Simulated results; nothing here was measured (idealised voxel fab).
process module | voxel ribs on slabs
cross-section cut | 295 nm wide | cells 5 nm
A cross-section is a grid of square cells, given in bands from the top down. A band is one or more rows of cells.
Each band's line starts with the height of the band's top and of its bottom, in nm. Then come its materials from left to right, each with its width in nm. One material with "throughout" fills the band from edge to edge. "air" is empty space.
Height 0 is the level under which the wafer as received is all one material. The lowest band goes on downwards, as in "0 down".
A width such as "30 to 40" changes by the same amount from each row of cells to the next, from the band's top row to its bottom row.
"no change" after a step means that no cell of the cross-section changed.
closed voids: empty space of 8 cells or more with no open way to the top, each as width x height at its distance from the left edge, in nm
after a step's settings: what the simulator itself notes on the step
overlay nm, on a step with a mask: how far to the right of its planned place the mask lay; to the left if negative
plan
1 op RECEIVE | material Si
2 op DIRECTIONAL_DEP | material SiO2 | thk nm 25
3 op DIRECTIONAL_DEP | material SiN | thk nm 25
4 op PATTERN | tone cover | mask id RIB | material resist | width nm 25 | thk nm 20 | overlay nm 0
5 op DIRECTIONAL_ETCH | etch materials SiN | depth nm 15
6 op STRIP | etch materials resist
7 op MASKED_ETCH | tone cover | mask id SLAB | width nm 85 | etch materials SiN | depth nm 10 | overlay nm 0
8 op FILL_DEP | material SiO2 | thk nm 25
9 op CMP | height nm 65
10 op DIRECTIONAL_DEP | material TiN | thk nm 5
11 op PATTERN | tone cover | mask id HEATER | material resist | width nm 35 | thk nm 15 | overlay nm 0
12 op DIRECTIONAL_ETCH | etch materials TiN | depth nm 5
13 op STRIP | etch materials resist
14 op CONFORMAL_DEP | material SiN | thk nm 5
varied across the wafers: thk nm of step 14. The plan shows the first wafer's value. All wafers start alike
first wafer as received, after step 1
  0 down: Si throughout
  closed voids: none
each wafer at the end: cells of each material gained (+) or lost (-) since it was received, then its closed voids
thk nm 5 | +110 SiN | +718 SiO2 | +7 TiN | closed voids: none
thk nm 10 | +171 SiN | +718 SiO2 | +7 TiN | closed voids: none
thk nm 15 | +232 SiN | +718 SiO2 | +7 TiN | closed voids: none
thk nm 20 | +293 SiN | +718 SiO2 | +7 TiN | closed voids: none
